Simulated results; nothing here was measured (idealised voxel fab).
This is a process module. Its name is voxel fin reveal.
The cross-section shown here is cut; it is 285 nm wide and divided into square cells measuring 5 nm on a side.
How to read a cross-section here: the picture is a grid of square cells, written as bands going from the top down, and any band can span one or more rows of cells. It is stipulated that each band's entry specify, in nanometres, the height of the top of the band and then that of its bottom, followed by the materials of the band in left-to-right sequence, each together with its width in nanometres. A single material marked by the word "all across" is understood to fill the band from edge to edge; the word "air" is understood to denote empty space. Ref level 0: as-received wafer is one material below here. Bottom band extends down with no lower bound ("top 0, no bottom"). With a width like "30..40", each row of cells in the band differs from the next by the same amount, the top row carrying the first number and the bottom row the second. Given "no alteration" for a step, no cell of the cross-section differs between before and after that step. "Internal closed voids" lists enclosed empty spaces (at least 8 cells, no open path upward to the top), each as width x height at distance from the left edge, in nm. It should be noted that, on the line of a given step, the content following the step's settings is a remark produced by the simulator itself with respect to that step. For masked steps, "overlay nm" on the step line gives how far right of plan the mask actually lay; a minus sign means it lay to the left.
These are the steps we planned for the process
1,RECEIVE: material Si
2,CONFORMAL_DEP: material SiN, thk nm 10
3,DIRECTIONAL_DEP: material aC, thk nm 15
4,PATTERN: tone cover, mask id FINS, material resist, width nm 15, pitch nm 45, thk nm 35, overlay nm 0
5,DIRECTIONAL_ETCH: etch materials aC, depth nm 15
6,STRIP: etch materials resist
7,DIRECTIONAL_ETCH: etch materials SiN, depth nm 10
8,DIRECTIONAL_ETCH: etch materials Si, depth nm 35
9,STRIP: etch materials aC
10,FILL_DEP: material SiO2, thk nm 10
11,CMP: height nm 10
12,SELECTIVE_ETCH: etch materials SiO2, depth nm 35
13,STRIP: etch materials SiN
14,CONFORMAL_DEP: material HfO2, thk nm 5
Incoming wafer in cross-section (state: after step 1)
* top 0, no bottom | Si all across
* Internal closed voids: none
Cross-sectional result after module completion. Note: starting condition and plan are unchanged from above; one processing mistake was made
* top 0, bottom -25 | air=90 | Si=15 | air=30 | Si=15 | air=30 | Si=15 | air=90
* top -25, bottom -35 | SiO2=90 | Si=15 | SiO2=30 | Si=15 | SiO2=30 | Si=15 | SiO2=90
* top -35, no bottom | Si all across
* Internal closed voids: none
Want to know what went wrong? plan step 14 was not performed, having been skipped
